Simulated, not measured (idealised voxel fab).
This is a process module. Its name is voxel gate over fins.
Pictured: cross-section cut, 215 nm wide, on a grid of 5 nm square cells.
Throughout this document, each cross-section is represented as a grid of square cells and is presented as a sequence of bands enumerated from the top downward, where a band comprises one or more rows of cells.
Per band: top height and bottom height in nm, followed by the left-to-right materials and their widths in nm; "everywhere" marks a single material spanning edge to edge, "air" marks empty space.
Convention: height 0 is the level below which the wafer, as received, is all one material. The lowest band does not terminate at the bottom but continues downward, represented as "0 -> down".
Note: "30..40" means the width goes from the first number (top row of the band) to the second number (bottom row) in equal steps per row of cells.
Step note "no alteration" = no cross-section cell changed.
In "Sealed cavities" the enclosed voids are listed, meaning empty spaces of 8 cells or larger without any opening to the top. The form is width x height at distance, distance from the left edge, units nm.
Note: text after step settings on the step line = simulator remark on that step.
Regarding "overlay nm": on a step with a mask, it is the distance the mask lay to the right of its planned place; a negative value places it to the left.
### Process steps (planned)
1,RECEIVE (material Si)
2,CONFORMAL_DEP (material SiN; thk nm 10)
3,MASKED_ETCH (tone cover; mask id FINS; width nm 15; pitch nm 40; etch materials SiN; depth nm 10; overlay nm 0)
4,MASKED_ETCH (tone cover; mask id FINS; width nm 15; pitch nm 40; etch materials Si; depth nm 35; overlay nm 0)
5,OXIDIZE (depth nm 5)
6,FILL_DEP (material SiO2; thk nm 5)
7,CMP (height nm 10)
8,SELECTIVE_ETCH (etch materials SiO2; depth nm 20)
9,STRIP (etch materials SiN)
10,CONFORMAL_DEP (material HfO2; thk nm 5)
11,CONFORMAL_DEP (material TiN; thk nm 5)
12,CONFORMAL_DEP (material TiAl; thk nm 5)
13,CONFORMAL_DEP (material TiN; thk nm 5)
14,FILL_DEP (material W; thk nm 10)
15,CMP (height nm 25)
16,CONFORMAL_DEP (material SiCN; thk nm 10)
### Cross-section of the incoming wafer, state after step 1
> 0 -> down | Si everywhere
> Sealed cavities: none
### Run as planned - first of the two wafers cross-sectioned at the end of the module
> 35 -> 25 | SiCN everywhere
> 25 -> 20 | W everywhere
> 20 -> 15 | W 65  TiN 85  W 65
> 15 -> 10 | W 65  TiN 5  TiAl 35  TiN 5  TiAl 35  TiN 5  W 65
> 10 -> 5 | TiN 70  TiAl 5  TiN 25  TiAl 5  TiN 5  TiAl 5  TiN 25  TiAl 5  TiN 70
> 5 -> 0 | TiAl 75  TiN 5  HfO2 15  TiN 5  TiAl 15  TiN 5  HfO2 15  TiN 5  TiAl 75
> 0 -> -5 | TiN 80  HfO2 5  Si 5  HfO2 5  TiN 25  HfO2 5  Si 5  HfO2 5  TiN 80
> -5 -> -10 | HfO2 85  Si 5  HfO2 35  Si 5  HfO2 85
> -10 -> -40 | SiO2 85  Si 5  SiO2 35  Si 5  SiO2 85
> -40 -> down | Si everywhere
> Sealed cavities: none
### Here is the second of the two wafers cut open at the end of the module - same start, same plan as the first one, but we made one mistake running it
> 35 -> 25 | SiCN everywhere
> 25 -> 20 | W everywhere
> 20 -> 15 | W 65  TiN 85  W 65
> 15 -> 10 | W 65  TiN 5  TiAl 35  TiN 5  TiAl 35  TiN 5  W 65
> 10 -> 5 | TiN 70  TiAl 5  TiN 25  TiAl 5  TiN 5  TiAl 5  TiN 25  TiAl 5  TiN 70
> 5 -> 0 | TiAl 75  TiN 5  HfO2 15  TiN 5  TiAl 15  TiN 5  HfO2 15  TiN 5  TiAl 75
> 0 -> -5 | TiN 80  HfO2 5  Si 5  HfO2 5  TiN 25  HfO2 5  Si 5  HfO2 5  TiN 80
> -5 -> -10 | HfO2 85  Si 5  HfO2 35  Si 5  HfO2 85
> -10 -> -75 | SiO2 85  Si 5  SiO2 35  Si 5  SiO2 85
> -75 -> down | Si everywhere
> Sealed cavities: none
It is concluded that the wafer was processed incorrectly with respect to the plan, in that the plan's step 4 ran twice
Counted in cells at the end, the second wafer holds more or fewer of these materials than the first: 287 fewer of Si; 287 more of SiO2
